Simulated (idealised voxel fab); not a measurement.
process module | voxel ribs on slabs
cross-section cut | 285 nm wide | cells 5 nm
A cross-section is a grid of square cells, given in bands from the top down. A band is one or more rows of cells.
Each band's line starts with the height of the band's top and of its bottom, in nm. Then come its materials from left to right, each with its width in nm. One material with "throughout" fills the band from edge to edge. "air" is empty space.
Height 0 is the level under which the wafer as received is all one material. The lowest band goes on downwards, as in "0 down".
A width such as "30 to 40" changes by the same amount from each row of cells to the next, from the band's top row to its bottom row.
"no change" after a step means that no cell of the cross-section changed.
closed voids: empty space of 8 cells or more with no open way to the top, each as width x height at its distance from the left edge, in nm
after a step's settings: what the simulator itself notes on the step
overlay nm, on a step with a mask: how far to the right of its planned place the mask lay; to the left if negative
plan
1 op RECEIVE | material Si
2 op DIRECTIONAL_DEP | material SiO2 | thk nm 30
3 op DIRECTIONAL_DEP | material SiN | thk nm 15
4 op PATTERN | tone cover | mask id RIB | material resist | width nm 25 | thk nm 20 | overlay nm 0
5 op DIRECTIONAL_ETCH | etch materials SiN | depth nm 5
6 op STRIP | etch materials resist
7 op MASKED_ETCH | tone cover | mask id SLAB | width nm 55 | etch materials SiN | depth nm 10 | overlay nm 0
8 op FILL_DEP | material SiO2 | thk nm 20
9 op CMP | height nm 55
10 op DIRECTIONAL_DEP | material W | thk nm 10
11 op MASKED_ETCH | tone cover | mask id HEATER | width nm 35 | etch materials W | depth nm 10 | overlay nm 0
12 op CONFORMAL_DEP | material SiO2 | thk nm 5
as received, after step 1
  0 down: Si throughout
  closed voids: none
a wafer at the end: this start, this plan, one mistake
  70 to 65: air 120 | SiO2 45 | air 120
  65 to 60: air 120 | SiO2 5 | W 35 | SiO2 5 | air 120
  60 to 55: SiO2 125 | W 35 | SiO2 125
  55 to 45: SiO2 115 | SiN 55 | SiO2 115
  45 to 30: SiN throughout
  30 to 0: SiO2 throughout
  0 down: Si throughout
  closed voids: none
what went wrong: step 3 was run twice
